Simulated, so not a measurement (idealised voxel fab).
process module | voxel double patterning
cross-section cut | 180 nm wide | cells 5 nm
A cross-section is a grid of square cells, given in bands from the top down. A band is one or more rows of cells.
Each band's line starts with the height of the band's top and of its bottom, in nm. Then come its materials from left to right, each with its width in nm. One material with "throughout" fills the band from edge to edge. "air" is empty space.
Height 0 is the level under which the wafer as received is all one material. The lowest band goes on downwards, as in "0 down".
A width such as "30 to 40" changes by the same amount from each row of cells to the next, from the band's top row to its bottom row.
"no change" after a step means that no cell of the cross-section changed.
closed voids: empty space of 8 cells or more with no open way to the top, each as width x height at its distance from the left edge, in nm
after a step's settings: what the simulator itself notes on the step
overlay nm, on a step with a mask: how far to the right of its planned place the mask lay; to the left if negative
plan
1 op RECEIVE | material Si
2 op CONFORMAL_DEP | material SiO2 | thk nm 10
3 op DIRECTIONAL_DEP | material polySi | thk nm 10
4 op DIRECTIONAL_DEP | material SiN | thk nm 10
5 op MASKED_ETCH | tone open | mask id FIRST | width nm 15 | pitch nm 50 | etch materials SiN | depth nm 10 | overlay nm 0
6 op DIRECTIONAL_DEP | material aC | thk nm 15
7 op PATTERN | tone open | mask id SECOND | material resist | width nm 15 | thk nm 35 | overlay nm 0
8 op DIRECTIONAL_ETCH | etch materials aC | depth nm 15
9 op STRIP | etch materials resist
10 op DIRECTIONAL_ETCH | etch materials SiN | depth nm 10
11 op STRIP | etch materials aC
12 op DIRECTIONAL_ETCH | etch materials polySi | depth nm 10
13 op STRIP | etch materials SiN
first wafer, as planned
as received, after step 1
  0 down: Si throughout
  closed voids: none
after step 2
  10 to 0: SiO2 throughout
  below 0: unchanged
after step 3
  20 to 10: polySi throughout
  below 10: unchanged
after step 4
  30 to 20: SiN throughout
  below 20: unchanged
after step 5
  30 to 20: SiN 55 | air 15 | SiN 35 | air 15 | SiN 60
  below 20: unchanged
after step 6
  45 to 35: aC 55 | air 15 | aC 35 | air 15 | aC 60
  35 to 30: aC throughout
  30 to 20: SiN 55 | aC 15 | SiN 35 | aC 15 | SiN 60
  below 20: unchanged
after step 7
  80 to 45: resist 80 | air 15 | resist 85
  45 to 35: aC 55 | resist 15 | aC 35 | resist 15 | aC 60
  below 35: unchanged
after step 8
  65 to 45: resist 80 | air 15 | resist 85
  45 to 35: aC 55 | resist 15 | aC 10 | air 15 | aC 10 | resist 15 | aC 60
  35 to 30: aC 80 | air 15 | aC 85
  below 30: unchanged
after step 9
  45 to 35: aC 55 | air 15 | aC 10 | air 15 | aC 10 | air 15 | aC 60
  below 35: unchanged
after step 10
  45 to 35: aC 55 | air 15 | aC 10 | air 15 | aC 10 | air 15 | aC 60
  35 to 30: aC 80 | air 15 | aC 85
  30 to 20: SiN 55 | aC 15 | SiN 10 | air 15 | SiN 10 | aC 15 | SiN 60
  below 20: unchanged
after step 11
  30 to 20: SiN 55 | air 15 | SiN 10 | air 15 | SiN 10 | air 15 | SiN 60
  below 20: unchanged
after step 12
  30 to 20: SiN 55 | air 15 | SiN 10 | air 15 | SiN 10 | air 15 | SiN 60
  20 to 10: polySi 55 | air 15 | polySi 10 | air 15 | polySi 10 | air 15 | polySi 60
  below 10: unchanged
after step 13
  20 to 10: polySi 55 | air 15 | polySi 10 | air 15 | polySi 10 | air 15 | polySi 60
  below 10: unchanged
second wafer: like start, like plan, one mistake. Through step 4 it matches the first wafer
when step 5 should have ended
  30 to 20: SiN 65 | air 15 | SiN 35 | air 15 | SiN 50
  below 20: unchanged
when step 6 should have ended
  45 to 35: aC 65 | air 15 | aC 35 | air 15 | aC 50
  35 to 30: aC throughout
  30 to 20: SiN 65 | aC 15 | SiN 35 | aC 15 | SiN 50
  below 20: unchanged
when step 7 should have ended
  80 to 45: resist 80 | air 15 | resist 85
  45 to 35: aC 65 | resist 15 | aC 35 | resist 15 | aC 50
  below 35: unchanged
when step 8 should have ended
  65 to 45: resist 80 | air 15 | resist 85
  45 to 35: aC 65 | resist 15 | air 15 | aC 20 | resist 15 | aC 50
  35 to 30: aC 80 | air 15 | aC 85
  below 30: unchanged
when step 9 should have ended
  45 to 35: aC 65 | air 30 | aC 20 | air 15 | aC 50
  below 35: unchanged
when step 10 should have ended
  45 to 35: aC 65 | air 30 | aC 20 | air 15 | aC 50
  35 to 30: aC 80 | air 15 | aC 85
  30 to 20: SiN 65 | aC 15 | air 15 | SiN 20 | aC 15 | SiN 50
  below 20: unchanged
when step 11 should have ended
  30 to 20: SiN 65 | air 30 | SiN 20 | air 15 | SiN 50
  below 20: unchanged
when step 12 should have ended
  30 to 20: SiN 65 | air 30 | SiN 20 | air 15 | SiN 50
  20 to 10: polySi 65 | air 30 | polySi 20 | air 15 | polySi 50
  below 10: unchanged
when step 13 should have ended
  20 to 10: polySi 65 | air 30 | polySi 20 | air 15 | polySi 50
  below 10: unchanged
what went wrong: step 5 ran as: op MASKED_ETCH | tone open | mask id FIRST | width nm 15 | pitch nm 50 | etch materials SiN | depth nm 10 | overlay nm 10
at the end the second wafer has, in cells: as many of each material as the first, in other places
